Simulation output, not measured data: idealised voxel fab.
Module name: voxel double patterning (process module)
Section shown: cut. Width: 205 nm. Cell size: 5 nm, square.
In what follows, cross-sections appear as grids of square cells, described through bands that run from the top down, where every band is one or more rows of cells. Band: top height; bottom height; in nm. Then, left to right: material with width in nm, for each material. "throughout": a single material spanning edge to edge. "empty": empty space. We count height from 0. Below that, the starting wafer is all one material. The lowest band never ends at the bottom but goes on down; see "from 0 down" for how that is written. Think of "30 to 40" as a width that walks from the first number to the second as you go down the band, top row to bottom row, taking equal-sized steps from row to row. "no change occurred" after a step means that no cell of the cross-section changed. For the entry "Closed voids list", the listed items are empty spaces with no open way to the top whose size is 8 cells or more; each item follows the pattern width x height at distance, where distance is from the left edge and all three are in nm. Step line, after settings: the simulator's comment on this step. The setting "overlay nm" may be written on the line of a step. When the step uses a mask, the value reports how far to the right of the planned place the mask lay, and a negative value reports that it lay to the left.
Here's what the planned process steps look like:
1: RECEIVE | material Si
2: CONFORMAL_DEP | material SiO2 | thk nm 10
3: DIRECTIONAL_DEP | material TiN | thk nm 10
4: DIRECTIONAL_DEP | material SiN | thk nm 5
5: MASKED_ETCH | tone open | mask id FIRST | width nm 15 | pitch nm 50 | etch materials SiN | depth nm 5 | overlay nm 0
6: DIRECTIONAL_DEP | material aC | thk nm 15
7: PATTERN | tone open | mask id SECOND | material resist | width nm 15 | pitch nm 50 | thk nm 30 | overlay nm 0
8: DIRECTIONAL_ETCH | etch materials aC | depth nm 15
9: STRIP | etch materials resist
10: DIRECTIONAL_ETCH | etch materials SiN | depth nm 5
11: STRIP | etch materials aC
12: DIRECTIONAL_ETCH | etch materials TiN | depth nm 10
13: STRIP | etch materials SiN
Cross-section of the wafer upon arrival, representing the state reached after step 1:
  from 0 down | Si throughout
  Closed voids list: none
First wafer of two, sectioned at end of module; run went per plan:
  from 20 to 10 | 45 nm TiN; 15 nm empty; 10 nm TiN; 15 nm empty; 10 nm TiN; 15 nm empty; 10 nm TiN; 15 nm empty; 10 nm TiN; 15 nm empty; 45 nm TiN
  from 10 to 0 | SiO2 throughout
  from 0 down | Si throughout
  Closed voids list: none
Cross-sectional image of the second wafer of the two following completion of the module. Starting state and process plan were the same as for the first wafer; one execution error occurred:
  from 20 to 10 | 45 nm TiN; 15 nm empty; 10 nm TiN; 20 nm empty; 5 nm TiN; 15 nm empty; 10 nm TiN; 20 nm empty; 5 nm TiN; 15 nm empty; 45 nm TiN
  from 10 to 0 | SiO2 throughout
  from 0 down | Si throughout
  Closed voids list: none
Short version of what went wrong: step 7: run off-plan, actual operation and settings PATTERN | tone open | mask id SECOND | material resist | width nm 20 | pitch nm 50 | thk nm 30 | overlay nm 0
Counted in cells at the end, the second wafer holds more or fewer of these materials than the first: TiN -4
